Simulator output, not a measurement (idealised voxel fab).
Process module heading - voxel self aligned contacts
Displayed cross-section: cut, width of 205 nm, square cells sized 5 nm.
A cross-section is written here as square cells arranged in a grid, and it is given in bands from the top down, each band taking up one or more rows of cells.
In this notation a band is specified by the heights of its top and bottom, in that order and in nm, after which its materials appear from left to right, each paired with its width in nm. The word "all across" attached to a single material means that material fills the band from edge to edge; the word "air" stands for empty space.
The level at which height equals 0 is the one under which the wafer, as it arrives, is entirely one material. No lower edge exists for the bottom band, which continues downward and is notated as in "from 0 down".
Per-row width for "30->40": begins at first number (top row of band), ends at second number (bottom row), increment between rows held constant.
Given "no modifications" for a step, no cell of the cross-section differs between before and after that step.
Entry "Trapped cavities". Content: empty spaces with no open connection to the top, size 8 cells or greater. Each: width x height at distance. Distance: from left edge. Unit: nm.
Formally, on a step line, whatever follows the settings is a remark that the simulator itself makes on the step.
overlay nm: how far to the right of its planned place the mask lay on this masked step (negative: to the left).

## Intended process steps
step 1: RECEIVE: material Si
step 2: CONFORMAL_DEP: material SiO2, thk nm 5
step 3: DIRECTIONAL_DEP: material polySi, thk nm 25
step 4: DIRECTIONAL_DEP: material SiN, thk nm 20
step 5: PATTERN: tone cover, mask id GATE, material resist, width nm 25, pitch nm 50, thk nm 15, overlay nm 0
step 6: DIRECTIONAL_ETCH: etch materials SiN, depth nm 20
step 7: DIRECTIONAL_ETCH: etch materials polySi, depth nm 25
step 8: STRIP: etch materials resist
step 9: CONFORMAL_DEP: material SiN, thk nm 5
step 10: DIRECTIONAL_ETCH: etch materials SiN, depth nm 5
step 11: FILL_DEP: material SiO2, thk nm 20
step 12: CMP: height nm 60
step 13: DIRECTIONAL_DEP: material aC, thk nm 15
step 14: PATTERN: tone open, mask id CONTACT, material resist, width nm 35, pitch nm 50, thk nm 30, overlay nm 0
step 15: DIRECTIONAL_ETCH: etch materials aC, depth nm 15
step 16: STRIP: etch materials resist
step 17: DIRECTIONAL_ETCH: etch materials SiO2, depth nm 60
step 18: STRIP: etch materials aC
step 19: CONFORMAL_DEP: material TiN, thk nm 5
step 20: FILL_DEP: material W, thk nm 5
step 21: CMP: height nm 60
step 22: CONFORMAL_DEP: material SiN, thk nm 5

## Here's what the wafer looked like in cross-section when it arrived - that's after step 1
from 0 down | Si all across
Trapped cavities: none

## Below is the wafer in cross-section after the module was completed. It began from the starting point shown above and followed the plan shown above, except that one mistake was made while running it
from 65 to 60 | SiN all across
from 60 to 50 | SiO2=60  TiN=5->15  aC=25->5  TiN=5->15  SiO2=15  TiN=5->15  aC=25->5  TiN=5->15  SiO2=60
from 50 to 30 | SiO2=35  SiN=35  TiN=5  aC=5  TiN=5  SiN=35  TiN=5  aC=5  TiN=5  SiN=35  SiO2=35
from 30 to 5 | SiO2=35  SiN=5  polySi=25  SiN=5  TiN=5  aC=5  TiN=5  SiN=5  polySi=25  SiN=5  TiN=5  aC=5  TiN=5  SiN=5  polySi=25  SiN=5  SiO2=35
from 5 to 0 | SiO2=70  TiN=15  SiO2=35  TiN=15  SiO2=70
from 0 down | Si all across
Trapped cavities: none
Against the plan, the run slipped here: step 20 was not run as planned; what actually ran was FILL_DEP: material aC, thk nm 5
